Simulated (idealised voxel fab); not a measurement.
This section sets out a process module, namely voxel trench capacitor.
The cross-section on display is named cut; it measures 245 nm wide, and its cells are 5 nm squares.
Bands, listed from the top down, are how a cross-section gets written in this document; the cross-section itself is a grid of square cells, and a band is one or more rows of them. Heights first: top, then bottom, in nm. Then materials, left to right, each with a width in nm. "throughout" on a single material: fills the band edge to edge. "empty": empty space. The reference from which all heights are counted is 0, the level beneath which the as-received wafer is entirely one material; the lowest band, having no lower bound, proceeds downward and is written after the example "0 nm and below". Read "30..40" as a graded width: first number on top, second number at the bottom, same change between each pair of neighbouring rows. "no modifications" for a step: no cell of the cross-section changed in that step. The label "Sealed void list" introduces a list of the empty spaces, 8 cells or larger, that have no open way up to the top; each entry in it reads width x height at distance, where the distance is taken from the left edge and all three are stated in nm. Step line, after settings: the simulator's comment on this step. "overlay nm" on a masked step: distance the mask lay right of its planned place, negative for left.
## List of planned process steps
1: RECEIVE,material Si
2: CONFORMAL_DEP,material SiN,thk nm 10
3: DIRECTIONAL_DEP,material aC,thk nm 10
4: PATTERN,tone open,mask id TRENCH,material resist,width nm 15,pitch nm 40,thk nm 30,overlay nm 0
5: DIRECTIONAL_ETCH,etch materials aC,depth nm 10
6: STRIP,etch materials resist
7: DIRECTIONAL_ETCH,etch materials SiN,depth nm 10
8: DIRECTIONAL_ETCH,etch materials Si,depth nm 35
9: STRIP,etch materials aC
10: CONFORMAL_DEP,material Al2O3,thk nm 5
11: FILL_DEP,material polySi,thk nm 10
12: CMP,height nm 10
## Step 1 complete: cross-section of the wafer as received
* 0 nm and below: Si throughout
* Sealed void list: none
## The first of the two wafers as seen in cross-section once the module was finished; processing followed the plan
* 10 nm to 0 nm: 75 nm SiN, 5 nm Al2O3, 5 nm polySi, 5 nm Al2O3, 25 nm SiN, 5 nm Al2O3, 5 nm polySi, 5 nm Al2O3, 25 nm SiN, 5 nm Al2O3, 5 nm polySi, 5 nm Al2O3, 75 nm SiN
* 0 nm to -30 nm: 75 nm Si, 5 nm Al2O3, 5 nm polySi, 5 nm Al2O3, 25 nm Si, 5 nm Al2O3, 5 nm polySi, 5 nm Al2O3, 25 nm Si, 5 nm Al2O3, 5 nm polySi, 5 nm Al2O3, 75 nm Si
* -30 nm to -35 nm: 75 nm Si, 15 nm Al2O3, 25 nm Si, 15 nm Al2O3, 25 nm Si, 15 nm Al2O3, 75 nm Si
* -35 nm and below: Si throughout
* Sealed void list: none
## What the second wafer looks like in cross-section once the module is done. Its start and its plan matched the first wafer's exactly; what differed was one mistake in how it was run
* 10 nm to 0 nm: 80 nm SiN, 5 nm Al2O3, 5 nm polySi, 5 nm Al2O3, 25 nm SiN, 5 nm Al2O3, 5 nm polySi, 5 nm Al2O3, 25 nm SiN, 5 nm Al2O3, 5 nm polySi, 5 nm Al2O3, 70 nm SiN
* 0 nm to -30 nm: 80 nm Si, 5 nm Al2O3, 5 nm polySi, 5 nm Al2O3, 25 nm Si, 5 nm Al2O3, 5 nm polySi, 5 nm Al2O3, 25 nm Si, 5 nm Al2O3, 5 nm polySi, 5 nm Al2O3, 70 nm Si
* -30 nm to -35 nm: 80 nm Si, 15 nm Al2O3, 25 nm Si, 15 nm Al2O3, 25 nm Si, 15 nm Al2O3, 70 nm Si
* -35 nm and below: Si throughout
* Sealed void list: none
The plan and the run diverged here: step 4 did not happen as planned, as run it was PATTERN,tone open,mask id TRENCH,material resist,width nm 15,pitch nm 40,thk nm 30,overlay nm 5
Final wafers compared: equal cell tally per material, rearranged layout.
